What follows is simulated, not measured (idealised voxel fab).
The process module presented herein is designated voxel capacitor over wiring.
Cross-section cut spans 205 nm and uses square cells 5 nm in size.
In this document a cross-section is written as a grid of square cells. It is given as a series of bands, listed from the top down, and a band is one or more rows of cells.
In this notation a band is specified by the heights of its top and bottom, in that order and in nm, after which its materials appear from left to right, each paired with its width in nm. The word "throughout" attached to a single material means that material fills the band from edge to edge; the word "blank" stands for empty space.
Height 0 is the level under which the wafer as received is all one material. The lowest band goes on downwards, as in "from 0 down".
You'd read "30 to 40" like this: the band's top row of cells is as wide as the first number, its bottom row is as wide as the second, and going down, every row changes width by the same amount as the row before did.
"no change occurred" -> step changed no cross-section cell.
"Listed closed voids" lists enclosed empty spaces (at least 8 cells, no open path upward to the top), each as width x height at distance from the left edge, in nm.
Read whatever lies past the settings on a step's line as the simulator's own remark about the step.
You can add "overlay nm" to a step's line. For a step with a mask, it describes how far the mask lay to the right of its planned position, and a negative number describes a lay to the left.
### So here's the lineup of process steps we planned
1) RECEIVE with material Si
2) CONFORMAL_DEP with material SiO2, thk nm 10
3) DIRECTIONAL_DEP with material TiN, thk nm 5
4) DIRECTIONAL_DEP with material Ru, thk nm 20
5) DIRECTIONAL_DEP with material aC, thk nm 10
6) PATTERN with tone cover, mask id METAL_1, material resist, width nm 30, pitch nm 90, thk nm 30, overlay nm 0
7) DIRECTIONAL_ETCH with etch materials aC, depth nm 10
8) STRIP with etch materials resist
9) DIRECTIONAL_ETCH with etch materials Ru, depth nm 20
10) DIRECTIONAL_ETCH with etch materials TiN, depth nm 5
11) STRIP with etch materials aC
12) FILL_DEP with material lowk, thk nm 10
13) CMP with height nm 35
14) CONFORMAL_DEP with material SiCN, thk nm 5
15) DIRECTIONAL_DEP with material lowk, thk nm 15
16) DIRECTIONAL_DEP with material aC, thk nm 10
17) PATTERN with tone open, mask id PLUG_1, material resist, width nm 15, thk nm 30, overlay nm 0
18) DIRECTIONAL_ETCH with etch materials aC, depth nm 10
19) STRIP with etch materials resist
20) DIRECTIONAL_ETCH with etch materials lowk, depth nm 15
21) DIRECTIONAL_ETCH with etch materials SiCN, depth nm 5
22) STRIP with etch materials aC
23) EPI with material Ru, thk nm 10
24) EPI with material Ru, thk nm 10
25) DIRECTIONAL_DEP with material TiN, thk nm 10
26) DIRECTIONAL_DEP with material HfO2, thk nm 5
27) DIRECTIONAL_DEP with material TiN, thk nm 5
28) DIRECTIONAL_DEP with material aC, thk nm 10
29) PATTERN with tone cover, mask id UPPER_PLATE, material resist, width nm 65, thk nm 30, overlay nm 0
30) DIRECTIONAL_ETCH with etch materials aC, depth nm 10
31) STRIP with etch materials resist
32) DIRECTIONAL_ETCH with etch materials TiN, depth nm 5
33) DIRECTIONAL_ETCH with etch materials HfO2, depth nm 5
34) STRIP with etch materials aC
35) PATTERN with tone cover, mask id LOWER_PLATE, material resist, width nm 75, thk nm 20, overlay nm 0
36) DIRECTIONAL_ETCH with etch materials TiN, depth nm 10
37) STRIP with etch materials resist
38) FILL_DEP with material SiO2, thk nm 15
39) CMP with height nm 85
40) PATTERN with tone open, mask id PLUG_2, material resist, width nm 15, thk nm 15, overlay nm 0
41) DIRECTIONAL_ETCH with etch materials SiO2, depth nm 10
42) STRIP with etch materials resist
43) CONFORMAL_DEP with material TiN, thk nm 5
44) FILL_DEP with material Cu, thk nm 10
45) CMP with height nm 85
46) CONFORMAL_DEP with material SiCN, thk nm 5
### Cross-section: wafer on arrival = after step 1
    from 0 down: Si throughout
    Listed closed voids: none
### Same starting wafer, same plan as above, one mistake in the execution; this is the cross-section at the end of the module
    from 90 to 85: SiCN throughout
    from 85 to 80: SiO2 (65) / TiN (5) / HfO2 (50) / SiO2 (85)
    from 80 to 75: SiO2 (50) / TiN (5) / SiO2 (10) / TiN (60) / SiO2 (80)
    from 75 to 70: SiO2 (50) / TiN (75) / SiO2 (80)
    from 70 to 65: lowk (55) / HfO2 (15) / lowk (135)
    from 65 to 55: lowk (55) / TiN (15) / lowk (135)
    from 55 to 40: lowk throughout
    from 40 to 35: SiCN throughout
    from 35 to 15: lowk (40) / Ru (30) / lowk (60) / Ru (30) / lowk (45)
    from 15 to 10: lowk (40) / TiN (30) / lowk (60) / TiN (30) / lowk (45)
    from 10 to 0: SiO2 throughout
    from 0 down: Si throughout
    Listed closed voids: none
What went wrong in running the wafer? in the plan, step 15 was performed twice
